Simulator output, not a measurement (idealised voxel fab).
The following is a process module called voxel self aligned vias.
Cross-section cut spans 180 nm and uses square cells 5 nm in size.
A cross-section is a grid of square cells, given in bands from the top down. A band is one or more rows of cells. What a band's entry tells you: where the top is and where the bottom is, as heights in nm, and after that what lies inside, material by material from left to right, each with its width in nm. Empty space is written as the word "blank", and a single material marked with the word "throughout" occupies the band from edge to edge. Counting heights begins at 0, where everything beneath is, in the wafer as received, one material. The lowest band has no bottom; it goes on downwards, as "0..down" shows. Graded width ("30..40"): value in top row of band = first number; value in bottom row = second number; row-to-row change constant. "remained the same" means the step left every cell of the cross-section as it was. Entry "Closed internal voids" = empty spaces >= 8 cells with no open way to the top; each as width x height at distance, distance from left edge, all nm. Read whatever lies past the settings on a step's line as the simulator's own remark about the step. Among the settings permitted on a step's line is "overlay nm"; applied to a step with a mask, it specifies the extent to which the mask lay to the right of its planned position, whereas a negative figure signifies a position to the left.
# This section lists the process steps that were planned
| 1 | RECEIVE, material Si |
| 2 | CONFORMAL_DEP, material SiO2, thk nm 15 |
| 3 | CONFORMAL_DEP, material SiCN, thk nm 5 |
| 4 | DIRECTIONAL_DEP, material lowk, thk nm 25 |
| 5 | DIRECTIONAL_DEP, material aC, thk nm 10 |
| 6 | PATTERN, tone open, mask id LINES, material resist, width nm 20, pitch nm 55, thk nm 25, overlay nm 0 |
| 7 | DIRECTIONAL_ETCH, etch materials aC, depth nm 10 |
| 8 | STRIP, etch materials resist |
| 9 | DIRECTIONAL_ETCH, etch materials lowk, depth nm 25 |
| 10 | STRIP, etch materials aC |
| 11 | CONFORMAL_DEP, material TiN, thk nm 5 |
| 12 | FILL_DEP, material Ru, thk nm 5 |
| 13 | CMP, height nm 45 |
| 14 | SELECTIVE_ETCH, etch materials W Ru TiN, depth nm 5 |
| 15 | FILL_DEP, material SiN, thk nm 10 |
| 16 | CMP, height nm 45 |
| 17 | DIRECTIONAL_DEP, material lowk, thk nm 15 |
| 18 | PATTERN, tone open, mask id VIAS, material resist, width nm 40, pitch nm 55, thk nm 15, overlay nm 0 |
| 19 | DIRECTIONAL_ETCH, etch materials lowk, depth nm 15 |
| 20 | DIRECTIONAL_ETCH, etch materials SiN, depth nm 5 |
| 21 | STRIP, etch materials resist |
| 22 | CONFORMAL_DEP, material TiN, thk nm 5 |
| 23 | FILL_DEP, material W, thk nm 10 |
| 24 | CMP, height nm 60 |
| 25 | CONFORMAL_DEP, material SiN, thk nm 5 |
# Wafer at receipt (post step 1), cross-section
	0..down = Si throughout
	Closed internal voids: none
# Run as planned - first of the two wafers cross-sectioned at the end of the module
	65..60 = SiN throughout
	60..50 = lowk 15 nm  TiN 5 nm  W 30 nm  TiN 5 nm  lowk 15 nm  TiN 5 nm  W 30 nm  TiN 5 nm  lowk 15 nm  TiN 5 nm  W 30 nm  TiN 5 nm  lowk 15 nm
	50..45 = lowk 15 nm  TiN 15 nm  W 10 nm  TiN 15 nm  lowk 15 nm  TiN 15 nm  W 10 nm  TiN 15 nm  lowk 15 nm  TiN 15 nm  W 10 nm  TiN 15 nm  lowk 15 nm
	45..40 = lowk 25 nm  TiN 20 nm  lowk 35 nm  TiN 20 nm  lowk 35 nm  TiN 20 nm  lowk 25 nm
	40..25 = lowk 25 nm  TiN 5 nm  Ru 10 nm  TiN 5 nm  lowk 35 nm  TiN 5 nm  Ru 10 nm  TiN 5 nm  lowk 35 nm  TiN 5 nm  Ru 10 nm  TiN 5 nm  lowk 25 nm
	25..20 = lowk 25 nm  TiN 20 nm  lowk 35 nm  TiN 20 nm  lowk 35 nm  TiN 20 nm  lowk 25 nm
	20..15 = SiCN throughout
	15..0 = SiO2 throughout
	0..down = Si throughout
	Closed internal voids: none
# End-of-module cross-section of the second wafer: identical starting point and process plan to the first, with one processing mistake
	65..60 = SiN throughout
	60..45 = lowk 15 nm  TiN 5 nm  W 30 nm  TiN 5 nm  lowk 15 nm  TiN 5 nm  W 30 nm  TiN 5 nm  lowk 15 nm  TiN 5 nm  W 30 nm  TiN 5 nm  lowk 15 nm
	45..40 = SiN 15 nm  TiN 40 nm  SiN 15 nm  TiN 40 nm  SiN 15 nm  TiN 40 nm  SiN 15 nm
	40..35 = TiN 30 nm  Ru 10 nm  TiN 45 nm  Ru 10 nm  TiN 45 nm  Ru 10 nm  TiN 30 nm
	35..15 = lowk 25 nm  TiN 5 nm  Ru 10 nm  TiN 5 nm  lowk 35 nm  TiN 5 nm  Ru 10 nm  TiN 5 nm  lowk 35 nm  TiN 5 nm  Ru 10 nm  TiN 5 nm  lowk 25 nm
	15..10 = lowk 25 nm  TiN 20 nm  lowk 35 nm  TiN 20 nm  lowk 35 nm  TiN 20 nm  lowk 25 nm
	10..5 = SiCN throughout
	5..0 = SiO2 throughout
	0..down = Si throughout
	Closed internal voids: none
Nonconformance to the process plan: step 2 did not use the planned setting and instead ran as CONFORMAL_DEP, material SiO2, thk nm 5
Per the end-of-run cell counts, the second wafer holds more or fewer of some materials than the first: Ru +12; SiN +12; SiO2 -72; TiN +36; W +12
